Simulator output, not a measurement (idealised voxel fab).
process module | voxel quadruple lines
cross-section cut | 275 nm wide | cells 5 nm
A cross-section is a grid of square cells, given in bands from the top down. A band is one or more rows of cells.
Each band's line starts with the height of the band's top and of its bottom, in nm. Then come its materials from left to right, each with its width in nm. One material with "throughout" fills the band from edge to edge. "air" is empty space.
Height 0 is the level under which the wafer as received is all one material. The lowest band goes on downwards, as in "0 down".
A width such as "30 to 40" changes by the same amount from each row of cells to the next, from the band's top row to its bottom row.
"no change" after a step means that no cell of the cross-section changed.
closed voids: empty space of 8 cells or more with no open way to the top, each as width x height at its distance from the left edge, in nm
after a step's settings: what the simulator itself notes on the step
overlay nm, on a step with a mask: how far to the right of its planned place the mask lay; to the left if negative
plan
1 op RECEIVE | material Si
2 op CONFORMAL_DEP | material SiO2 | thk nm 10
3 op DIRECTIONAL_DEP | material Ru | thk nm 5
4 op DIRECTIONAL_DEP | material polySi | thk nm 15
5 op DIRECTIONAL_DEP | material aC | thk nm 25
6 op PATTERN | tone cover | mask id MANDREL | material resist | width nm 25 | thk nm 35 | overlay nm 0
7 op DIRECTIONAL_ETCH | etch materials aC | depth nm 25
8 op STRIP | etch materials resist
9 op CONFORMAL_DEP | material SiO2 | thk nm 15
10 op DIRECTIONAL_ETCH | etch materials SiO2 | depth nm 15
11 op STRIP | etch materials aC
12 op DIRECTIONAL_ETCH | etch materials polySi | depth nm 15
13 op STRIP | etch materials SiO2
14 op CONFORMAL_DEP | material SiCN | thk nm 5
15 op DIRECTIONAL_ETCH | etch materials SiCN | depth nm 5
16 op STRIP | etch materials polySi
17 op DIRECTIONAL_ETCH | etch materials Ru | depth nm 10
18 op STRIP | etch materials SiCN
varied across the wafers: thk nm of step 3. The plan shows the first wafer's value. All wafers start alike
first wafer as received, after step 1
  0 down: Si throughout
  closed voids: none
first wafer at the end, after step 18
  15 to 10: air 105 | Ru 5 | air 15 | Ru 5 | air 15 | Ru 5 | air 15 | Ru 5 | air 105
  10 to 0: SiO2 throughout
  0 down: Si throughout
  closed voids: none
last wafer at the end
  35 to 25: air 105 | Ru 5 | air 15 | Ru 5 | air 15 | Ru 5 | air 15 | Ru 5 | air 105
  25 to 10: Ru throughout
  10 to 0: SiO2 throughout
  0 down: Si throughout
  closed voids: none
each wafer at the end: cells of each material gained (+) or lost (-) since it was received, then its closed voids
thk nm 5 | +4 Ru | +110 SiO2 | closed voids: none
thk nm 10 | +8 Ru | +110 SiO2 | closed voids: none
thk nm 15 | +63 Ru | +110 SiO2 | closed voids: none
thk nm 20 | +118 Ru | +110 SiO2 | closed voids: none
thk nm 25 | +173 Ru | +110 SiO2 | closed voids: none
